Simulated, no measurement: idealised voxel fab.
process module | voxel wiring stack
cross-section cut | 240 nm wide | cells 5 nm
A cross-section is a grid of square cells, given in bands from the top down. A band is one or more rows of cells.
Each band's line starts with the height of the band's top and of its bottom, in nm. Then come its materials from left to right, each with its width in nm. One material with "throughout" fills the band from edge to edge. "air" is empty space.
Height 0 is the level under which the wafer as received is all one material. The lowest band goes on downwards, as in "0 down".
A width such as "30 to 40" changes by the same amount from each row of cells to the next, from the band's top row to its bottom row.
"no change" after a step means that no cell of the cross-section changed.
closed voids: empty space of 8 cells or more with no open way to the top, each as width x height at its distance from the left edge, in nm
after a step's settings: what the simulator itself notes on the step
overlay nm, on a step with a mask: how far to the right of its planned place the mask lay; to the left if negative
plan
1 op RECEIVE | material Si
2 op CONFORMAL_DEP | material SiO2 | thk nm 10
3 op DIRECTIONAL_DEP | material TiN | thk nm 5
4 op DIRECTIONAL_DEP | material W | thk nm 25
5 op MASKED_ETCH | tone cover | mask id METAL_1 | width nm 20 | pitch nm 40 | etch materials W | depth nm 25 | overlay nm 0
6 op MASKED_ETCH | tone cover | mask id METAL_1 | width nm 20 | pitch nm 40 | etch materials TiN | depth nm 5 | overlay nm 0
7 op FILL_DEP | material lowk | thk nm 5
8 op CMP | height nm 40
9 op CONFORMAL_DEP | material SiCN | thk nm 5
10 op DIRECTIONAL_DEP | material lowk | thk nm 10
11 op MASKED_ETCH | tone open | mask id PLUG_1 | width nm 15 | pitch nm 40 | etch materials lowk | depth nm 10 | overlay nm 0
12 op MASKED_ETCH | tone open | mask id PLUG_1 | width nm 15 | pitch nm 40 | etch materials SiCN | depth nm 5 | overlay nm 0
13 op EPI | material Ru | thk nm 10
14 op EPI | material Ru | thk nm 5
15 op CONFORMAL_DEP | material SiCN | thk nm 5
16 op DIRECTIONAL_DEP | material lowk | thk nm 15
17 op PATTERN | tone open | mask id METAL_2 | material resist | width nm 20 | pitch nm 40 | thk nm 15 | overlay nm 0
18 op DIRECTIONAL_ETCH | etch materials lowk | depth nm 15
19 op DIRECTIONAL_ETCH | etch materials SiCN | depth nm 5
20 op STRIP | etch materials resist
21 op CONFORMAL_DEP | material TiN | thk nm 5
22 op FILL_DEP | material Cu | thk nm 10
23 op CMP | height nm 75
24 op EPI | material Ru | thk nm 5
25 op FILL_DEP | material SiCN | thk nm 5
26 op DIRECTIONAL_DEP | material lowk | thk nm 20
27 op MASKED_ETCH | tone open | mask id PLUG_2 | width nm 15 | pitch nm 80 | etch materials lowk | depth nm 20 | overlay nm 0
28 op MASKED_ETCH | tone open | mask id PLUG_2 | width nm 15 | pitch nm 80 | etch materials SiCN | depth nm 5 | overlay nm 0
29 op EPI | material Ru | thk nm 10
30 op EPI | material Ru | thk nm 10
31 op EPI | material Ru | thk nm 5
32 op CONFORMAL_DEP | material SiCN | thk nm 5
33 op DIRECTIONAL_DEP | material lowk | thk nm 25
34 op PATTERN | tone open | mask id METAL_3 | material resist | width nm 20 | pitch nm 40 | thk nm 20 | overlay nm 0
35 op DIRECTIONAL_ETCH | etch materials lowk | depth nm 25
36 op DIRECTIONAL_ETCH | etch materials SiCN | depth nm 5
37 op STRIP | etch materials resist
38 op CONFORMAL_DEP | material TiN | thk nm 5
39 op FILL_DEP | material Ru | thk nm 10
40 op CMP | height nm 135
41 op CONFORMAL_DEP | material SiCN | thk nm 5
first wafer, as planned
as received, after step 1
  0 down: Si throughout
  closed voids: none
after step 2
  10 to 0: SiO2 throughout
  below 0: unchanged
after step 3
  15 to 10: TiN throughout
  below 10: unchanged
after step 4
  40 to 15: W throughout
  below 15: unchanged
after step 5
  40 to 15: air 50 | W 20 | air 20 | W 20 | air 20 | W 20 | air 20 | W 20 | air 50
  below 15: unchanged
after step 6
  40 to 15: air 50 | W 20 | air 20 | W 20 | air 20 | W 20 | air 20 | W 20 | air 50
  15 to 10: air 50 | TiN 20 | air 20 | TiN 20 | air 20 | TiN 20 | air 20 | TiN 20 | air 50
  below 10: unchanged
after step 7
  45 to 40: lowk throughout
  40 to 15: lowk 50 | W 20 | lowk 20 | W 20 | lowk 20 | W 20 | lowk 20 | W 20 | lowk 50
  15 to 10: lowk 50 | TiN 20 | lowk 20 | TiN 20 | lowk 20 | TiN 20 | lowk 20 | TiN 20 | lowk 50
  below 10: unchanged
after step 8
  40 to 15: lowk 50 | W 20 | lowk 20 | W 20 | lowk 20 | W 20 | lowk 20 | W 20 | lowk 50
  below 15: unchanged
after step 9
  45 to 40: SiCN throughout
  below 40: unchanged
after step 10
  55 to 45: lowk throughout
  below 45: unchanged
after step 11
  55 to 45: lowk 50 | air 15 | lowk 25 | air 15 | lowk 25 | air 15 | lowk 25 | air 15 | lowk 55
  below 45: unchanged
after step 12
  55 to 45: lowk 50 | air 15 | lowk 25 | air 15 | lowk 25 | air 15 | lowk 25 | air 15 | lowk 55
  45 to 40: SiCN 50 | air 15 | SiCN 25 | air 15 | SiCN 25 | air 15 | SiCN 25 | air 15 | SiCN 55
  below 40: unchanged
after step 13
  55 to 50: lowk 50 | air 15 | lowk 25 | air 15 | lowk 25 | air 15 | lowk 25 | air 15 | lowk 55
  50 to 45: lowk 50 | Ru 15 | lowk 25 | Ru 15 | lowk 25 | Ru 15 | lowk 25 | Ru 15 | lowk 55
  45 to 40: SiCN 50 | Ru 15 | SiCN 25 | Ru 15 | SiCN 25 | Ru 15 | SiCN 25 | Ru 15 | SiCN 55
  below 40: unchanged
after step 14
  55 to 45: lowk 50 | Ru 15 | lowk 25 | Ru 15 | lowk 25 | Ru 15 | lowk 25 | Ru 15 | lowk 55
  below 45: unchanged
after step 15
  60 to 55: SiCN throughout
  below 55: unchanged
after step 16
  75 to 60: lowk throughout
  below 60: unchanged
after step 17
  90 to 75: resist 50 | air 20 | resist 20 | air 20 | resist 20 | air 20 | resist 20 | air 20 | resist 50
  below 75: unchanged
after step 18
  90 to 75: resist 50 | air 20 | resist 20 | air 20 | resist 20 | air 20 | resist 20 | air 20 | resist 50
  75 to 60: lowk 50 | air 20 | lowk 20 | air 20 | lowk 20 | air 20 | lowk 20 | air 20 | lowk 50
  below 60: unchanged
after step 19
  90 to 75: resist 50 | air 20 | resist 20 | air 20 | resist 20 | air 20 | resist 20 | air 20 | resist 50
  75 to 60: lowk 50 | air 20 | lowk 20 | air 20 | lowk 20 | air 20 | lowk 20 | air 20 | lowk 50
  60 to 55: SiCN 50 | air 20 | SiCN 20 | air 20 | SiCN 20 | air 20 | SiCN 20 | air 20 | SiCN 50
  below 55: unchanged
after step 20
  75 to 60: lowk 50 | air 20 | lowk 20 | air 20 | lowk 20 | air 20 | lowk 20 | air 20 | lowk 50
  below 60: unchanged
after step 21
  80 to 75: TiN 55 | air 10 | TiN 30 | air 10 | TiN 30 | air 10 | TiN 30 | air 10 | TiN 55
  75 to 60: lowk 50 | TiN 5 | air 10 | TiN 5 | lowk 20 | TiN 5 | air 10 | TiN 5 | lowk 20 | TiN 5 | air 10 | TiN 5 | lowk 20 | TiN 5 | air 10 | TiN 5 | lowk 50
  60 to 55: SiCN 50 | TiN 20 | SiCN 20 | TiN 20 | SiCN 20 | TiN 20 | SiCN 20 | TiN 20 | SiCN 50
  below 55: unchanged
after step 22
  90 to 80: Cu throughout
  80 to 75: TiN 55 | Cu 10 | TiN 30 | Cu 10 | TiN 30 | Cu 10 | TiN 30 | Cu 10 | TiN 55
  75 to 60: lowk 50 | TiN 5 | Cu 10 | TiN 5 | lowk 20 | TiN 5 | Cu 10 | TiN 5 | lowk 20 | TiN 5 | Cu 10 | TiN 5 | lowk 20 | TiN 5 | Cu 10 | TiN 5 | lowk 50
  below 60: unchanged
after step 23
  75 to 60: lowk 50 | TiN 5 | Cu 10 | TiN 5 | lowk 20 | TiN 5 | Cu 10 | TiN 5 | lowk 20 | TiN 5 | Cu 10 | TiN 5 | lowk 20 | TiN 5 | Cu 10 | TiN 5 | lowk 50
  below 60: unchanged
after step 24
  80 to 75: air 45 | Ru 30 | air 10 | Ru 30 | air 10 | Ru 30 | air 10 | Ru 30 | air 45
  below 75: unchanged
after step 25
  85 to 80: SiCN throughout
  80 to 75: SiCN 45 | Ru 30 | SiCN 10 | Ru 30 | SiCN 10 | Ru 30 | SiCN 10 | Ru 30 | SiCN 45
  below 75: unchanged
after step 26
  105 to 85: lowk throughout
  below 85: unchanged
after step 27
  105 to 85: lowk 50 | air 15 | lowk 65 | air 15 | lowk 95
  below 85: unchanged
after step 28
  105 to 85: lowk 50 | air 15 | lowk 65 | air 15 | lowk 95
  85 to 80: SiCN 50 | air 15 | SiCN 65 | air 15 | SiCN 95
  below 80: unchanged
after step 29
  105 to 90: lowk 50 | air 15 | lowk 65 | air 15 | lowk 95
  90 to 85: lowk 50 | Ru 15 | lowk 65 | Ru 15 | lowk 95
  85 to 80: SiCN 50 | Ru 15 | SiCN 65 | Ru 15 | SiCN 95
  below 80: unchanged
after step 30
  105 to 100: lowk 50 | air 15 | lowk 65 | air 15 | lowk 95
  100 to 85: lowk 50 | Ru 15 | lowk 65 | Ru 15 | lowk 95
  below 85: unchanged
after step 31
  105 to 85: lowk 50 | Ru 15 | lowk 65 | Ru 15 | lowk 95
  below 85: unchanged
after step 32
  110 to 105: SiCN throughout
  below 105: unchanged
after step 33
  135 to 110: lowk throughout
  below 110: unchanged
after step 34
  155 to 135: resist 50 | air 20 | resist 20 | air 20 | resist 20 | air 20 | resist 20 | air 20 | resist 50
  below 135: unchanged
after step 35
  155 to 135: resist 50 | air 20 | resist 20 | air 20 | resist 20 | air 20 | resist 20 | air 20 | resist 50
  135 to 110: lowk 50 | air 20 | lowk 20 | air 20 | lowk 20 | air 20 | lowk 20 | air 20 | lowk 50
  below 110: unchanged
after step 36
  155 to 135: resist 50 | air 20 | resist 20 | air 20 | resist 20 | air 20 | resist 20 | air 20 | resist 50
  135 to 110: lowk 50 | air 20 | lowk 20 | air 20 | lowk 20 | air 20 | lowk 20 | air 20 | lowk 50
  110 to 105: SiCN 50 | air 20 | SiCN 20 | air 20 | SiCN 20 | air 20 | SiCN 20 | air 20 | SiCN 50
  below 105: unchanged
after step 37
  135 to 110: lowk 50 | air 20 | lowk 20 | air 20 | lowk 20 | air 20 | lowk 20 | air 20 | lowk 50
  below 110: unchanged
after step 38
  140 to 135: TiN 55 | air 10 | TiN 30 | air 10 | TiN 30 | air 10 | TiN 30 | air 10 | TiN 55
  135 to 110: lowk 50 | TiN 5 | air 10 | TiN 5 | lowk 20 | TiN 5 | air 10 | TiN 5 | lowk 20 | TiN 5 | air 10 | TiN 5 | lowk 20 | TiN 5 | air 10 | TiN 5 | lowk 50
  110 to 105: SiCN 50 | TiN 20 | SiCN 20 | TiN 20 | SiCN 20 | TiN 20 | SiCN 20 | TiN 20 | SiCN 50
  below 105: unchanged
after step 39
  150 to 140: Ru throughout
  140 to 135: TiN 55 | Ru 10 | TiN 30 | Ru 10 | TiN 30 | Ru 10 | TiN 30 | Ru 10 | TiN 55
  135 to 110: lowk 50 | TiN 5 | Ru 10 | TiN 5 | lowk 20 | TiN 5 | Ru 10 | TiN 5 | lowk 20 | TiN 5 | Ru 10 | TiN 5 | lowk 20 | TiN 5 | Ru 10 | TiN 5 | lowk 50
  below 110: unchanged
after step 40
  135 to 110: lowk 50 | TiN 5 | Ru 10 | TiN 5 | lowk 20 | TiN 5 | Ru 10 | TiN 5 | lowk 20 | TiN 5 | Ru 10 | TiN 5 | lowk 20 | TiN 5 | Ru 10 | TiN 5 | lowk 50
  below 110: unchanged
after step 41
  140 to 135: SiCN throughout
  below 135: unchanged
second wafer: like start, like plan, one mistake. Through step 26 it matches the first wafer
when step 27 should have ended
  105 to 85: air 50 | lowk 15 | air 65 | lowk 15 | air 95
  below 85: unchanged
when step 28 should have ended: no change
when step 29 should have ended: no change
when step 30 should have ended: no change
when step 31 should have ended: no change
when step 32 should have ended
  110 to 105: air 45 | SiCN 25 | air 55 | SiCN 25 | air 90
  105 to 90: air 45 | SiCN 5 | lowk 15 | SiCN 5 | air 55 | SiCN 5 | lowk 15 | SiCN 5 | air 90
  90 to 85: SiCN 50 | lowk 15 | SiCN 65 | lowk 15 | SiCN 95
  below 85: unchanged
when step 33 should have ended
  135 to 115: air 45 | lowk 25 | air 55 | lowk 25 | air 90
  115 to 110: lowk throughout
  110 to 105: lowk 45 | SiCN 25 | lowk 55 | SiCN 25 | lowk 90
  105 to 90: lowk 45 | SiCN 5 | lowk 15 | SiCN 5 | lowk 55 | SiCN 5 | lowk 15 | SiCN 5 | lowk 90
  below 90: unchanged
when step 34 should have ended
  155 to 135: resist 50 | air 20 | resist 20 | air 20 | resist 20 | air 20 | resist 20 | air 20 | resist 50
  135 to 115: resist 45 | lowk 25 | resist 20 | air 20 | resist 15 | lowk 25 | resist 20 | air 20 | resist 50
  below 115: unchanged
when step 35 should have ended
  155 to 135: resist 50 | air 20 | resist 20 | air 20 | resist 20 | air 20 | resist 20 | air 20 | resist 50
  135 to 115: resist 45 | lowk 5 | air 20 | resist 20 | air 20 | resist 15 | lowk 5 | air 20 | resist 20 | air 20 | resist 50
  115 to 110: lowk 50 | air 20 | lowk 20 | air 20 | lowk 20 | air 20 | lowk 20 | air 20 | lowk 50
  110 to 105: lowk 45 | SiCN 25 | lowk 20 | air 20 | lowk 15 | SiCN 25 | lowk 20 | air 20 | lowk 50
  105 to 90: lowk 45 | SiCN 5 | lowk 15 | SiCN 5 | lowk 20 | air 20 | lowk 15 | SiCN 5 | lowk 15 | SiCN 5 | lowk 20 | air 20 | lowk 50
  below 90: unchanged
when step 36 should have ended
  155 to 135: resist 50 | air 20 | resist 20 | air 20 | resist 20 | air 20 | resist 20 | air 20 | resist 50
  135 to 115: resist 45 | lowk 5 | air 20 | resist 20 | air 20 | resist 15 | lowk 5 | air 20 | resist 20 | air 20 | resist 50
  115 to 110: lowk 50 | air 20 | lowk 20 | air 20 | lowk 20 | air 20 | lowk 20 | air 20 | lowk 50
  110 to 105: lowk 45 | SiCN 5 | air 20 | lowk 20 | air 20 | lowk 15 | SiCN 5 | air 20 | lowk 20 | air 20 | lowk 50
  105 to 90: lowk 45 | SiCN 5 | lowk 15 | SiCN 5 | lowk 20 | air 20 | lowk 15 | SiCN 5 | lowk 15 | SiCN 5 | lowk 20 | air 20 | lowk 50
  90 to 85: SiCN 50 | lowk 15 | SiCN 25 | air 20 | SiCN 20 | lowk 15 | SiCN 25 | air 20 | SiCN 50
  below 85: unchanged
when step 37 should have ended
  135 to 115: air 45 | lowk 5 | air 75 | lowk 5 | air 110
  below 115: unchanged
when step 38 should have ended
  140 to 135: air 40 | TiN 15 | air 65 | TiN 15 | air 105
  135 to 120: air 40 | TiN 5 | lowk 5 | TiN 5 | air 65 | TiN 5 | lowk 5 | TiN 5 | air 105
  120 to 115: TiN 45 | lowk 5 | TiN 5 | air 10 | TiN 30 | air 10 | TiN 20 | lowk 5 | TiN 5 | air 10 | TiN 30 | air 10 | TiN 55
  115 to 110: lowk 50 | TiN 5 | air 10 | TiN 5 | lowk 20 | TiN 5 | air 10 | TiN 5 | lowk 20 | TiN 5 | air 10 | TiN 5 | lowk 20 | TiN 5 | air 10 | TiN 5 | lowk 50
  110 to 105: lowk 45 | SiCN 5 | TiN 20 | lowk 20 | TiN 5 | air 10 | TiN 5 | lowk 15 | SiCN 5 | TiN 20 | lowk 20 | TiN 5 | air 10 | TiN 5 | lowk 50
  105 to 90: lowk 45 | SiCN 5 | lowk 15 | SiCN 5 | lowk 20 | TiN 5 | air 10 | TiN 5 | lowk 15 | SiCN 5 | lowk 15 | SiCN 5 | lowk 20 | TiN 5 | air 10 | TiN 5 | lowk 50
  90 to 85: SiCN 50 | lowk 15 | SiCN 25 | TiN 20 | SiCN 20 | lowk 15 | SiCN 25 | TiN 20 | SiCN 50
  below 85: unchanged
when step 39 should have ended
  150 to 140: Ru throughout
  140 to 135: Ru 40 | TiN 15 | Ru 65 | TiN 15 | Ru 105
  135 to 120: Ru 40 | TiN 5 | lowk 5 | TiN 5 | Ru 65 | TiN 5 | lowk 5 | TiN 5 | Ru 105
  120 to 115: TiN 45 | lowk 5 | TiN 5 | Ru 10 | TiN 30 | Ru 10 | TiN 20 | lowk 5 | TiN 5 | Ru 10 | TiN 30 | Ru 10 | TiN 55
  115 to 110: lowk 50 | TiN 5 | Ru 10 | TiN 5 | lowk 20 | TiN 5 | Ru 10 | TiN 5 | lowk 20 | TiN 5 | Ru 10 | TiN 5 | lowk 20 | TiN 5 | Ru 10 | TiN 5 | lowk 50
  110 to 105: lowk 45 | SiCN 5 | TiN 20 | lowk 20 | TiN 5 | Ru 10 | TiN 5 | lowk 15 | SiCN 5 | TiN 20 | lowk 20 | TiN 5 | Ru 10 | TiN 5 | lowk 50
  105 to 90: lowk 45 | SiCN 5 | lowk 15 | SiCN 5 | lowk 20 | TiN 5 | Ru 10 | TiN 5 | lowk 15 | SiCN 5 | lowk 15 | SiCN 5 | lowk 20 | TiN 5 | Ru 10 | TiN 5 | lowk 50
  below 90: unchanged
when step 40 should have ended
  135 to 120: Ru 40 | TiN 5 | lowk 5 | TiN 5 | Ru 65 | TiN 5 | lowk 5 | TiN 5 | Ru 105
  below 120: unchanged
when step 41 should have ended
  140 to 135: SiCN throughout
  below 135: unchanged
what went wrong: step 27 ran as: op MASKED_ETCH | tone cover | mask id PLUG_2 | width nm 15 | pitch nm 80 | etch materials lowk | depth nm 20 | overlay nm 0
at the end the second wafer has, in cells: 88 more of Ru | 22 more of SiCN | 34 more of TiN | 144 fewer of lowk
